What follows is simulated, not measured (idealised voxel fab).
This is a process module. Its name is voxel wiring stack.
Square cell edge 5 nm, section width 175 nm, ID cut.
Just so we're on the same page, the cross-sections are grids of square cells, and they're listed out in bands top to bottom, each band one or more rows deep. A band entry consists of two parts. The first gives the height of the band's top and the height of its bottom, in nm. The rest lists the band's materials from left to right, each with its width in nm. A single material labelled with the word "edge to edge" fills the band from edge to edge, and the word "air" marks empty space. Counting heights begins at 0, where everything beneath is, in the wafer as received, one material. The lowest band has no bottom; it goes on downwards, as "0 -> down" shows. The notation "30..40" denotes a width that varies across the rows of cells in the band, beginning at the first number in the top row, finishing at the second number in the bottom row, and changing by an identical amount from each row to the next. Take "remains unaltered" at face value: in the step it is given for, the cross-section changed in none of its cells. Heads up: "Closed internal cavities" only lists the empty pockets with no open path to the top that are 8 cells or more, and it writes them as width x height at distance, distance from the left edge, in nm. after a step's settings: what the simulator itself notes on the step. Regarding "overlay nm": on a step with a mask, it is the distance the mask lay to the right of its planned place; a negative value places it to the left.
# Steps planned for the process
- 1: RECEIVE: material Si
- 2: CONFORMAL_DEP: material SiO2, thk nm 10
- 3: DIRECTIONAL_DEP: material TiN, thk nm 5
- 4: DIRECTIONAL_DEP: material W, thk nm 15
- 5: PATTERN: tone cover, mask id METAL_1, material resist, width nm 30, pitch nm 55, thk nm 15, overlay nm 0
- 6: DIRECTIONAL_ETCH: etch materials W, depth nm 15
- 7: DIRECTIONAL_ETCH: etch materials TiN, depth nm 5
- 8: STRIP: etch materials resist
- 9: FILL_DEP: material lowk, thk nm 5
- 10: CMP: height nm 30
- 11: CONFORMAL_DEP: material SiCN, thk nm 5
- 12: DIRECTIONAL_DEP: material SiO2, thk nm 35
- 13: PATTERN: tone open, mask id METAL_2, material resist, width nm 30, pitch nm 55, thk nm 20, overlay nm 0
- 14: DIRECTIONAL_ETCH: etch materials SiO2, depth nm 20
- 15: STRIP: etch materials resist
- 16: PATTERN: tone open, mask id METAL_2_HOLES, material resist, width nm 15, pitch nm 55, thk nm 20, overlay nm 0
- 17: DIRECTIONAL_ETCH: etch materials SiO2, depth nm 15
- 18: DIRECTIONAL_ETCH: etch materials SiCN, depth nm 5
- 19: STRIP: etch materials resist
- 20: CONFORMAL_DEP: material TiN, thk nm 5
- 21: FILL_DEP: material Cu, thk nm 5
- 22: CMP: height nm 70
- 23: CONFORMAL_DEP: material SiCN, thk nm 5
# Here's what the wafer looked like in cross-section when it arrived - that's after step 1
0 -> down  Si edge to edge
Closed internal cavities: none
# As-planned run: cross-section of the first of two wafers at end of module
75 -> 70  SiCN edge to edge
70 -> 55  SiO2 15; TiN 5; Cu 20; TiN 5; SiO2 25; TiN 5; Cu 20; TiN 5; SiO2 25; TiN 5; Cu 20; TiN 5; SiO2 20
55 -> 50  SiO2 15; TiN 5; Cu 5; TiN 20; SiO2 25; TiN 5; Cu 5; TiN 20; SiO2 25; TiN 5; Cu 5; TiN 20; SiO2 20
50 -> 35  SiO2 15; TiN 5; Cu 5; TiN 5; SiO2 40; TiN 5; Cu 5; TiN 5; SiO2 40; TiN 5; Cu 5; TiN 5; SiO2 35
35 -> 30  SiCN 15; TiN 15; SiCN 40; TiN 15; SiCN 40; TiN 15; SiCN 35
30 -> 15  lowk 15; W 30; lowk 25; W 30; lowk 25; W 30; lowk 20
15 -> 10  lowk 15; TiN 30; lowk 25; TiN 30; lowk 25; TiN 30; lowk 20
10 -> 0  SiO2 edge to edge
0 -> down  Si edge to edge
Closed internal cavities: none
# Cross-section of the latter of the two wafers at module completion. It had an identical start and an identical plan to the former; in running it, one mistake was made
75 -> 70  SiCN edge to edge
70 -> 55  SiO2 15; TiN 5; Cu 20; TiN 5; SiO2 25; TiN 5; Cu 20; TiN 5; SiO2 25; TiN 5; Cu 20; TiN 5; SiO2 20
55 -> 50  SiO2 15; TiN 5; Cu 5; TiN 20; SiO2 25; TiN 5; Cu 5; TiN 20; SiO2 25; TiN 5; Cu 5; TiN 20; SiO2 20
50 -> 35  SiO2 15; TiN 5; Cu 5; TiN 5; SiO2 40; TiN 5; Cu 5; TiN 5; SiO2 40; TiN 5; Cu 5; TiN 5; SiO2 35
35 -> 30  SiCN 15; TiN 15; SiCN 40; TiN 15; SiCN 40; TiN 15; SiCN 35
30 -> 15  lowk 15; W 35; lowk 20; W 35; lowk 20; W 35; lowk 15
15 -> 10  lowk 15; TiN 35; lowk 20; TiN 35; lowk 20; TiN 35; lowk 15
10 -> 0  SiO2 edge to edge
0 -> down  Si edge to edge
Closed internal cavities: none
Short version of what went wrong: step 5 off recipe, ran as PATTERN: tone cover, mask id METAL_1, material resist, width nm 35, pitch nm 55, thk nm 15, overlay nm 0
at the end the second wafer has, in cells: +3 TiN; +9 W; -12 lowk
